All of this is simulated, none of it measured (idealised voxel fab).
A process module follows: voxel local oxidation.
Xsec cut, 210 nm wide, square cell size 5 nm.
Just so we're on the same page, the cross-sections are grids of square cells, and they're listed out in bands top to bottom, each band one or more rows deep. Band: top and bottom heights (nm) first, top before bottom; then materials from left to right, widths in nm. "throughout" marks a sole material filling the band edge to edge. "air" denotes empty space. We count height from 0. Below that, the starting wafer is all one material. The lowest band never ends at the bottom but goes on down; see "top 0, no bottom" for how that is written. Per-row width for "30->40": begins at first number (top row of band), ends at second number (bottom row), increment between rows held constant. Reading "changes: none" for a step: not a cell of the cross-section changed in it. The entry "Fully sealed voids" lists the empty spaces that cover at least 8 cells and have no open path to the top. Each is written as width x height at distance, where the distance is measured from the left edge and all three values are in nm. Step line, after settings: the simulator's comment on this step. On any step carrying a mask, the "overlay nm" setting, if present on the step's line, tells how far right of its planned place the mask lay; negative values point to the left. Pairs from here to the end. Each: cross-section before one process step, cross-section after it, the latter only as far down as the lowest band that changed. Under each: the step between, and its settings. Mind that the pairs may be taken from different runs of this module on the same starting wafer; whether a pair continues from the pair above depends on its entry headed "Status quo ante", and it does only where that entry says so.
-- Status quo ante
* top 0, no bottom  Si throughout
* Fully sealed voids: none
-- Post-Step Geometry
* top 5, bottom 0  SiO2 throughout
* Heights below 0 show no change.
* Fully sealed voids: none
For reference, the processing step occurring between the two cross-sections presented above is as follows: CONFORMAL_DEP | material SiO2 | thk nm 5
Status quo ante: This step starts from the configuration shown after the step in the pair immediately above.
-- Post-Step Geometry
* top 15, bottom 5  SiN throughout
* Heights below 5 show no change.
* Fully sealed voids: none
For reference, the processing step occurring between the two cross-sections presented above is as follows: CONFORMAL_DEP | material SiN | thk nm 10
Status quo ante: This step starts from the configuration shown after the step in the pair immediately above.
-- Post-Step Geometry
* top 25, bottom 15  aC throughout
* Heights below 15 show no change.
* Fully sealed voids: none
For reference, the processing step occurring between the two cross-sections presented above is as follows: DIRECTIONAL_DEP | material aC | thk nm 10
Status quo ante: This step starts from the configuration shown after the step in the pair immediately above.
-- Post-Step Geometry
* top 50, bottom 25  air 40 nm / resist 125 nm / air 45 nm
* Heights below 25 show no change.
* Fully sealed voids: none
For reference, the processing step occurring between the two cross-sections presented above is as follows: PATTERN | tone cover | mask id ACTIVE | material resist | width nm 125 | thk nm 25 | overlay nm 0
Status quo ante: This step starts from the configuration shown after the step in the pair immediately above.
-- Post-Step Geometry
* top 40, bottom 25  air 40 nm / resist 125 nm / air 45 nm
* top 25, bottom 15  air 40 nm / aC 125 nm / air 45 nm
* Heights below 15 show no change.
* Fully sealed voids: none
For reference, the processing step occurring between the two cross-sections presented above is as follows: DIRECTIONAL_ETCH | etch materials aC | depth nm 10
Status quo ante: This step starts from the configuration shown after the step in the pair immediately above.
-- Post-Step Geometry
* top 25, bottom 15  air 40 nm / aC 125 nm / air 45 nm
* Heights below 15 show no change.
* Fully sealed voids: none
For reference, the processing step occurring between the two cross-sections presented above is as follows: STRIP | etch materials resist
Status quo ante: This step starts from the configuration shown after the step in the pair immediately above.
-- Post-Step Geometry
* top 25, bottom 15  air 40 nm / aC 125 nm / air 45 nm
* top 15, bottom 5  air 40 nm / SiN 125 nm / air 45 nm
* Heights below 5 show no change.
* Fully sealed voids: none
For reference, the processing step occurring between the two cross-sections presented above is as follows: DIRECTIONAL_ETCH | etch materials SiN | depth nm 10
Status quo ante: This step starts from the configuration shown after the step in the pair immediately above.
-- Post-Step Geometry
* top 15, bottom 5  air 40 nm / SiN 125 nm / air 45 nm
* Heights below 5 show no change.
* Fully sealed voids: none
For reference, the processing step occurring between the two cross-sections presented above is as follows: STRIP | etch materials aC
Status quo ante: This step starts from the configuration shown after the step in the pair immediately above.
-- Post-Step Geometry
* top 15, bottom 5  air 40 nm / SiN 125 nm / air 45 nm
* top 5, bottom 0  air 45 nm / SiO2 115 nm / air 50 nm
* Heights below 0 show no change.
* Fully sealed voids: none
For reference, the processing step occurring between the two cross-sections presented above is as follows: SELECTIVE_ETCH | etch materials SiO2 | depth nm 5
Status quo ante: This step starts from the configuration shown after the step in the pair immediately above.
-- Post-Step Geometry
* top 15, bottom 5  air 40 nm / SiN 125 nm / air 45 nm
* top 5, bottom 0  air 45 nm / SiO2 115 nm / air 50 nm
* top 0, bottom -15  SiO2 60 nm / Si 85 nm / SiO2 65 nm
* Heights below -15 show no change.
* Fully sealed voids: none
For reference, the processing step occurring between the two cross-sections presented above is as follows: OXIDIZE | depth nm 15
Status quo ante: This step starts from the configuration shown after the step in the pair immediately above.
-- Post-Step Geometry
* top 5, bottom 0  air 45 nm / SiO2 115 nm / air 50 nm
* Heights below 0 show no change.
* Fully sealed voids: none
For reference, the processing step occurring between the two cross-sections presented above is as follows: STRIP | etch materials SiN
-- Status quo ante
* top 0, no bottom  Si throughout
* Fully sealed voids: none
-- Post-Step Geometry
* top 10, bottom 0  SiN throughout
* Heights below 0 show no change.
* Fully sealed voids: none
For reference, the processing step occurring between the two cross-sections presented above is as follows: CONFORMAL_DEP | material SiN | thk nm 10
Status quo ante: This step starts from the configuration shown after the step in the pair immediately above.
-- Post-Step Geometry
* top 20, bottom 10  aC throughout
* Heights below 10 show no change.
* Fully sealed voids: none
For reference, the processing step occurring between the two cross-sections presented above is as follows: DIRECTIONAL_DEP | material aC | thk nm 10
Status quo ante: This step starts from the configuration shown after the step in the pair immediately above.
-- Post-Step Geometry
* top 45, bottom 20  air 40 nm / resist 125 nm / air 45 nm
* Heights below 20 show no change.
* Fully sealed voids: none
For reference, the processing step occurring between the two cross-sections presented above is as follows: PATTERN | tone cover | mask id ACTIVE | material resist | width nm 125 | thk nm 25 | overlay nm 0
Status quo ante: This step starts from the configuration shown after the step in the pair immediately above.
-- Post-Step Geometry
* top 35, bottom 20  air 40 nm / resist 125 nm / air 45 nm
* top 20, bottom 10  air 40 nm / aC 125 nm / air 45 nm
* Heights below 10 show no change.
* Fully sealed voids: none
For reference, the processing step occurring between the two cross-sections presented above is as follows: DIRECTIONAL_ETCH | etch materials aC | depth nm 10
Status quo ante: This step starts from the configuration shown after the step in the pair immediately above.
-- Post-Step Geometry
* top 20, bottom 10  air 40 nm / aC 125 nm / air 45 nm
* Heights below 10 show no change.
* Fully sealed voids: none
For reference, the processing step occurring between the two cross-sections presented above is as follows: STRIP | etch materials resist
Status quo ante: This step starts from the configuration shown after the step in the pair immediately above.
-- Post-Step Geometry
* top 20, bottom 10  air 40 nm / aC 125 nm / air 45 nm
* top 10, bottom 0  air 40 nm / SiN 125 nm / air 45 nm
* Heights below 0 show no change.
* Fully sealed voids: none
For reference, the processing step occurring between the two cross-sections presented above is as follows: DIRECTIONAL_ETCH | etch materials SiN | depth nm 10
Status quo ante: This step starts from the configuration shown after the step in the pair immediately above.
-- Post-Step Geometry
* top 10, bottom 0  air 40 nm / SiN 125 nm / air 45 nm
* Heights below 0 show no change.
* Fully sealed voids: none
For reference, the processing step occurring between the two cross-sections presented above is as follows: STRIP | etch materials aC
Status quo ante: This step starts from the configuration shown after the step in the pair immediately above.
-- Post-Step Geometry
* top 10, bottom 0  air 40 nm / SiN 125 nm / air 45 nm
* top 0, bottom -15  SiO2 55 nm / Si 95 nm / SiO2 60 nm
* Heights below -15 show no change.
* Fully sealed voids: none
For reference, the processing step occurring between the two cross-sections presented above is as follows: OXIDIZE | depth nm 15
Status quo ante: This step starts from the configuration shown after the step in the pair immediately above.
-- Post-Step Geometry
* top 0, bottom -15  SiO2 55 nm / Si 95 nm / SiO2 60 nm
* Heights below -15 show no change.
* Fully sealed voids: none
For reference, the processing step occurring between the two cross-sections presented above is as follows: STRIP | etch materials SiN
-- Status quo ante
* top 15, bottom 5  air 40 nm / SiN 125 nm / air 45 nm
* top 5, bottom 0  air 45 nm / SiO2 115 nm / air 50 nm
* top 0, no bottom  Si throughout
* Fully sealed voids: none
-- Post-Step Geometry
* top 5, bottom 0  air 45 nm / SiO2 115 nm / air 50 nm
* Heights below 0 show no change.
* Fully sealed voids: none
For reference, the processing step occurring between the two cross-sections presented above is as follows: STRIP | etch materials SiN
Status quo ante: This step starts from the configuration shown after the step in the pair immediately above.
-- Post-Step Geometry
* top 5, bottom 0  air 45 nm / SiO2 115 nm / air 50 nm
* top 0, bottom -15  SiO2 60 nm / Si 85 nm / SiO2 65 nm
* Heights below -15 show no change.
* Fully sealed voids: none
For reference, the processing step occurring between the two cross-sections presented above is as follows: OXIDIZE | depth nm 15
-- Status quo ante
* top 15, bottom 5  air 40 nm / SiN 125 nm / air 45 nm
* top 5, bottom 0  air 45 nm / SiO2 115 nm / air 50 nm
* top 0, no bottom  Si throughout
* Fully sealed voids: none
-- Post-Step Geometry
* top 15, bottom 5  air 40 nm / SiN 125 nm / air 45 nm
* top 5, bottom 0  air 45 nm / SiO2 115 nm / air 50 nm
* top 0, bottom -20  SiO2 65 nm / Si 75 nm / SiO2 70 nm
* Heights below -20 show no change.
* Fully sealed voids: none
For reference, the processing step occurring between the two cross-sections presented above is as follows: OXIDIZE | depth nm 20
Status quo ante: This step starts from the configuration shown after the step in the pair immediately above.
-- Post-Step Geometry
* top 5, bottom 0  air 45 nm / SiO2 115 nm / air 50 nm
* Heights below 0 show no change.
* Fully sealed voids: none
For reference, the processing step occurring between the two cross-sections presented above is as follows: STRIP | etch materials SiN
-- Status quo ante
* top 25, bottom 15  aC throughout
* top 15, bottom 5  SiN throughout
* top 5, bottom 0  SiO2 throughout
* top 0, no bottom  Si throughout
* Fully sealed voids: none
-- Post-Step Geometry
* top 50, bottom 25  air 40 nm / resist 130 nm / air 40 nm
* Heights below 25 show no change.
* Fully sealed voids: none
For reference, the processing step occurring between the two cross-sections presented above is as follows: PATTERN | tone cover | mask id ACTIVE | material resist | width nm 130 | thk nm 25 | overlay nm 0
Status quo ante: This step starts from the configuration shown after the step in the pair immediately above.
-- Post-Step Geometry
* top 40, bottom 25  air 40 nm / resist 130 nm / air 40 nm
* top 25, bottom 15  air 40 nm / aC 130 nm / air 40 nm
* Heights below 15 show no change.
* Fully sealed voids: none
For reference, the processing step occurring between the two cross-sections presented above is as follows: DIRECTIONAL_ETCH | etch materials aC | depth nm 10
Status quo ante: This step starts from the configuration shown after the step in the pair immediately above.
-- Post-Step Geometry
* top 25, bottom 15  air 40 nm / aC 130 nm / air 40 nm
* Heights below 15 show no change.
* Fully sealed voids: none
For reference, the processing step occurring between the two cross-sections presented above is as follows: STRIP | etch materials resist
Status quo ante: This step starts from the configuration shown after the step in the pair immediately above.
-- Post-Step Geometry
* top 25, bottom 15  air 40 nm / aC 130 nm / air 40 nm
* top 15, bottom 5  air 40 nm / SiN 130 nm / air 40 nm
* Heights below 5 show no change.
* Fully sealed voids: none
For reference, the processing step occurring between the two cross-sections presented above is as follows: DIRECTIONAL_ETCH | etch materials SiN | depth nm 10
Status quo ante: This step starts from the configuration shown after the step in the pair immediately above.
-- Post-Step Geometry
* top 15, bottom 5  air 40 nm / SiN 130 nm / air 40 nm
* Heights below 5 show no change.
* Fully sealed voids: none
For reference, the processing step occurring between the two cross-sections presented above is as follows: STRIP | etch materials aC
Status quo ante: This step starts from the configuration shown after the step in the pair immediately above.
-- Post-Step Geometry
* top 15, bottom 5  air 40 nm / SiN 130 nm / air 40 nm
* top 5, bottom 0  air 45 nm / SiO2 120 nm / air 45 nm
* Heights below 0 show no change.
* Fully sealed voids: none
For reference, the processing step occurring between the two cross-sections presented above is as follows: SELECTIVE_ETCH | etch materials SiO2 | depth nm 5
Status quo ante: This step starts from the configuration shown after the step in the pair immediately above.
-- Post-Step Geometry
* top 15, bottom 5  air 40 nm / SiN 130 nm / air 40 nm
* top 5, bottom 0  air 45 nm / SiO2 120 nm / air 45 nm
* top 0, bottom -15  SiO2 60 nm / Si 90 nm / SiO2 60 nm
* Heights below -15 show no change.
* Fully sealed voids: none
For reference, the processing step occurring between the two cross-sections presented above is as follows: OXIDIZE | depth nm 15
Status quo ante: This step starts from the configuration shown after the step in the pair immediately above.
-- Post-Step Geometry
* top 5, bottom 0  air 45 nm / SiO2 120 nm / air 45 nm
* Heights below 0 show no change.
* Fully sealed voids: none
For reference, the processing step occurring between the two cross-sections presented above is as follows: STRIP | etch materials SiN
-- Status quo ante
* top 25, bottom 15  aC throughout
* top 15, bottom 5  SiN throughout
* top 5, bottom 0  SiO2 throughout
* top 0, no bottom  Si throughout
* Fully sealed voids: none
-- Post-Step Geometry
* top 50, bottom 25  air 45 nm / resist 125 nm / air 40 nm
* Heights below 25 show no change.
* Fully sealed voids: none
For reference, the processing step occurring between the two cross-sections presented above is as follows: PATTERN | tone cover | mask id ACTIVE | material resist | width nm 125 | thk nm 25 | overlay nm 5
Status quo ante: This step starts from the configuration shown after the step in the pair immediately above.
-- Post-Step Geometry
* top 40, bottom 25  air 45 nm / resist 125 nm / air 40 nm
* top 25, bottom 15  air 45 nm / aC 125 nm / air 40 nm
* Heights below 15 show no change.
* Fully sealed voids: none
For reference, the processing step occurring between the two cross-sections presented above is as follows: DIRECTIONAL_ETCH | etch materials aC | depth nm 10
Status quo ante: This step starts from the configuration shown after the step in the pair immediately above.
-- Post-Step Geometry
* top 25, bottom 15  air 45 nm / aC 125 nm / air 40 nm
* Heights below 15 show no change.
* Fully sealed voids: none
For reference, the processing step occurring between the two cross-sections presented above is as follows: STRIP | etch materials resist
Status quo ante: This step starts from the configuration shown after the step in the pair immediately above.
-- Post-Step Geometry
* top 25, bottom 15  air 45 nm / aC 125 nm / air 40 nm
* top 15, bottom 5  air 45 nm / SiN 125 nm / air 40 nm
* Heights below 5 show no change.
* Fully sealed voids: none
For reference, the processing step occurring between the two cross-sections presented above is as follows: DIRECTIONAL_ETCH | etch materials SiN | depth nm 10
Status quo ante: This step starts from the configuration shown after the step in the pair immediately above.
-- Post-Step Geometry
* top 15, bottom 5  air 45 nm / SiN 125 nm / air 40 nm
* Heights below 5 show no change.
* Fully sealed voids: none
For reference, the processing step occurring between the two cross-sections presented above is as follows: STRIP | etch materials aC
Status quo ante: This step starts from the configuration shown after the step in the pair immediately above.
-- Post-Step Geometry
* top 15, bottom 5  air 45 nm / SiN 125 nm / air 40 nm
* top 5, bottom 0  air 50 nm / SiO2 115 nm / air 45 nm
* Heights below 0 show no change.
* Fully sealed voids: none
For reference, the processing step occurring between the two cross-sections presented above is as follows: SELECTIVE_ETCH | etch materials SiO2 | depth nm 5
Status quo ante: This step starts from the configuration shown after the step in the pair immediately above.
-- Post-Step Geometry
* top 15, bottom 5  air 45 nm / SiN 125 nm / air 40 nm
* top 5, bottom 0  air 50 nm / SiO2 115 nm / air 45 nm
* top 0, bottom -15  SiO2 65 nm / Si 85 nm / SiO2 60 nm
* Heights below -15 show no change.
* Fully sealed voids: none
For reference, the processing step occurring between the two cross-sections presented above is as follows: OXIDIZE | depth nm 15
Status quo ante: This step starts from the configuration shown after the step in the pair immediately above.
-- Post-Step Geometry
* top 5, bottom 0  air 50 nm / SiO2 115 nm / air 45 nm
* Heights below 0 show no change.
* Fully sealed voids: none
For reference, the processing step occurring between the two cross-sections presented above is as follows: STRIP | etch materials SiN
-- Status quo ante
* top 5, bottom 0  SiO2 throughout
* top 0, no bottom  Si throughout
* Fully sealed voids: none
-- Post-Step Geometry
* top 15, bottom 0  SiO2 throughout
* Heights below 0 show no change.
* Fully sealed voids: none
For reference, the processing step occurring between the two cross-sections presented above is as follows: CONFORMAL_DEP | material SiO2 | thk nm 10
Status quo ante: This step starts from the configuration shown after the step in the pair immediately above.
-- Post-Step Geometry
* top 25, bottom 15  aC throughout
* Heights below 15 show no change.
* Fully sealed voids: none
For reference, the processing step occurring between the two cross-sections presented above is as follows: DIRECTIONAL_DEP | material aC | thk nm 10
Status quo ante: This step starts from the configuration shown after the step in the pair immediately above.
-- Post-Step Geometry
* top 50, bottom 25  air 40 nm / resist 125 nm / air 45 nm
* Heights below 25 show no change.
* Fully sealed voids: none
For reference, the processing step occurring between the two cross-sections presented above is as follows: PATTERN | tone cover | mask id ACTIVE | material resist | width nm 125 | thk nm 25 | overlay nm 0
Status quo ante: This step starts from the configuration shown after the step in the pair immediately above.
-- Post-Step Geometry
* top 40, bottom 25  air 40 nm / resist 125 nm / air 45 nm
* top 25, bottom 15  air 40 nm / aC 125 nm / air 45 nm
* Heights below 15 show no change.
* Fully sealed voids: none
For reference, the processing step occurring between the two cross-sections presented above is as follows: DIRECTIONAL_ETCH | etch materials aC | depth nm 10
Status quo ante: This step starts from the configuration shown after the step in the pair immediately above.
-- Post-Step Geometry
* top 25, bottom 15  air 40 nm / aC 125 nm / air 45 nm
* Heights below 15 show no change.
* Fully sealed voids: none
For reference, the processing step occurring between the two cross-sections presented above is as follows: STRIP | etch materials resist
Status quo ante: This step starts from the configuration shown after the step in the pair immediately above.
-- Post-Step Geometry
* top 15, bottom 0  SiO2 throughout
* Heights below 0 show no change.
* Fully sealed voids: none
For reference, the processing step occurring between the two cross-sections presented above is as follows: STRIP | etch materials aC
Status quo ante: This step starts from the configuration shown after the step in the pair immediately above.
-- Post-Step Geometry
* top 10, bottom 0  SiO2 throughout
* Heights below 0 show no change.
* Fully sealed voids: none
For reference, the processing step occurring between the two cross-sections presented above is as follows: SELECTIVE_ETCH | etch materials SiO2 | depth nm 5
-- Status quo ante
* top 25, bottom 15  aC throughout
* top 15, bottom 5  SiN throughout
* top 5, bottom 0  SiO2 throughout
* top 0, no bottom  Si throughout
* Fully sealed voids: none
-- Post-Step Geometry
* top 50, bottom 25  resist 40 nm / air 125 nm / resist 45 nm
* Heights below 25 show no change.
* Fully sealed voids: none
For reference, the processing step occurring between the two cross-sections presented above is as follows: PATTERN | tone open | mask id ACTIVE | material resist | width nm 125 | thk nm 25 | overlay nm 0
Status quo ante: This step starts from the configuration shown after the step in the pair immediately above.
-- Post-Step Geometry
* top 40, bottom 25  resist 40 nm / air 125 nm / resist 45 nm
* top 25, bottom 15  aC 40 nm / air 125 nm / aC 45 nm
* Heights below 15 show no change.
* Fully sealed voids: none
For reference, the processing step occurring between the two cross-sections presented above is as follows: DIRECTIONAL_ETCH | etch materials aC | depth nm 10
Status quo ante: This step starts from the configuration shown after the step in the pair immediately above.
-- Post-Step Geometry
* top 25, bottom 15  aC 40 nm / air 125 nm / aC 45 nm
* Heights below 15 show no change.
* Fully sealed voids: none
For reference, the processing step occurring between the two cross-sections presented above is as follows: STRIP | etch materials resist
Status quo ante: This step starts from the configuration shown after the step in the pair immediately above.
-- Post-Step Geometry
* top 25, bottom 15  aC 40 nm / air 125 nm / aC 45 nm
* top 15, bottom 5  SiN 40 nm / air 125 nm / SiN 45 nm
* Heights below 5 show no change.
* Fully sealed voids: none
For reference, the processing step occurring between the two cross-sections presented above is as follows: DIRECTIONAL_ETCH | etch materials SiN | depth nm 10
Status quo ante: This step starts from the configuration shown after the step in the pair immediately above.
-- Post-Step Geometry
* top 15, bottom 5  SiN 40 nm / air 125 nm / SiN 45 nm
* Heights below 5 show no change.
* Fully sealed voids: none
For reference, the processing step occurring between the two cross-sections presented above is as follows: STRIP | etch materials aC
Status quo ante: This step starts from the configuration shown after the step in the pair immediately above.
-- Post-Step Geometry
* top 15, bottom 5  SiN 40 nm / air 125 nm / SiN 45 nm
* top 5, bottom 0  SiO2 35 nm / air 135 nm / SiO2 40 nm
* Heights below 0 show no change.
* Fully sealed voids: none
For reference, the processing step occurring between the two cross-sections presented above is as follows: SELECTIVE_ETCH | etch materials SiO2 | depth nm 5
Status quo ante: This step starts from the configuration shown after the step in the pair immediately above.
-- Post-Step Geometry
* top 15, bottom 5  SiN 40 nm / air 125 nm / SiN 45 nm
* top 5, bottom 0  SiO2 35 nm / air 135 nm / SiO2 40 nm
* top 0, bottom -15  Si 20 nm / SiO2 165 nm / Si 25 nm
* Heights below -15 show no change.
* Fully sealed voids: none
For reference, the processing step occurring between the two cross-sections presented above is as follows: OXIDIZE | depth nm 15
Status quo ante: This step starts from the configuration shown after the step in the pair immediately above.
-- Post-Step Geometry
* top 5, bottom 0  SiO2 35 nm / air 135 nm / SiO2 40 nm
* Heights below 0 show no change.
* Fully sealed voids: none
For reference, the processing step occurring between the two cross-sections presented above is as follows: STRIP | etch materials SiN
